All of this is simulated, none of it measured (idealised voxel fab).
Process module under the name voxel self aligned contacts
Shown is cross-section cut, with a width of 200 nm and square cells of size 5 nm.
Cross-sections here: square-cell grids, written as top-down lists of bands, a band being one or more rows of cells.
The band entry comprises the height of the band's top followed by the height of its bottom, expressed in nm, and subsequently the band's materials from left to right, each stated together with its width in nm. Where a single material is marked with the word "full width", that material fills the band from edge to edge. The word "air" represents empty space.
Basically, 0 is our baseline, since under it the wafer straight out of the box is all one material. The bottom band has no lower end and keeps on going down, so it looks like "top 0, no bottom".
When a width is written as two numbers, as in "30 to 40", the first number is the width in the top row of cells of the band and the second is the width in its bottom row, and the width changes by the same amount from each row to the next.
What does "no alteration" mean for a step? It means no cell of the cross-section changed in that step.
"Voids lacking openings" means: voids of 8 cells or more that are shut off from the top with no open way through. Written width x height at distance, distance from the left edge, in nm.
Past the settings on a step's line: simulator remark, on that step.
overlay nm: mask right of planned place by this much (step with mask). Neg. = left.

-- Process steps foreseen in the plan
1 op RECEIVE | material Si
2 op OXIDIZE | depth nm 5
3 op DIRECTIONAL_DEP | material polySi | thk nm 25
4 op DIRECTIONAL_DEP | material SiN | thk nm 20
5 op DIRECTIONAL_DEP | material aC | thk nm 10
6 op PATTERN | tone cover | mask id GATE | material resist | width nm 30 | pitch nm 65 | thk nm 30 | overlay nm 0
7 op DIRECTIONAL_ETCH | etch materials aC | depth nm 10
8 op STRIP | etch materials resist
9 op DIRECTIONAL_ETCH | etch materials SiN | depth nm 20
10 op DIRECTIONAL_ETCH | etch materials polySi | depth nm 25
11 op STRIP | etch materials aC
12 op CONFORMAL_DEP | material SiN | thk nm 10
13 op DIRECTIONAL_ETCH | etch materials SiN | depth nm 10
14 op FILL_DEP | material SiO2 | thk nm 15
15 op CMP | height nm 55
16 op DIRECTIONAL_DEP | material aC | thk nm 15
17 op PATTERN | tone open | mask id CONTACT | material resist | width nm 45 | thk nm 30 | overlay nm 0
18 op DIRECTIONAL_ETCH | etch materials aC | depth nm 15
19 op STRIP | etch materials resist
20 op DIRECTIONAL_ETCH | etch materials SiO2 | depth nm 60
21 op STRIP | etch materials aC
22 op CONFORMAL_DEP | material TiN | thk nm 5
23 op FILL_DEP | material Ru | thk nm 5
24 op CMP | height nm 55
25 op CONFORMAL_DEP | material SiCN | thk nm 5

-- Step 1 complete: cross-section of the wafer as received
- top 0, no bottom | Si full width
- Voids lacking openings: none

-- Below is the wafer in cross-section after the module was completed. It began from the starting point shown above and followed the plan shown above, except that one mistake was made while running it
- top 60, bottom 55 | SiCN full width
- top 55, bottom 50 | SiO2 (75)  TiN (5)  Ru (35)  TiN (5)  SiO2 (80)
- top 50, bottom 45 | SiO2 (75)  TiN (45)  SiO2 (80)
- top 45, bottom 25 | SiN (60)  SiO2 (10)  SiN (55)  SiO2 (10)  SiN (65)
- top 25, bottom 0 | polySi (50)  SiN (10)  SiO2 (10)  SiN (10)  polySi (35)  SiN (10)  SiO2 (10)  SiN (10)  polySi (55)
- top 0, bottom -5 | SiO2 full width
- top -5, no bottom | Si full width
- Voids lacking openings: none
Deviation from plan: step 6 went in with a setting other than planned; the actual run was op PATTERN | tone open | mask id GATE | material resist | width nm 30 | pitch nm 65 | thk nm 30 | overlay nm 0
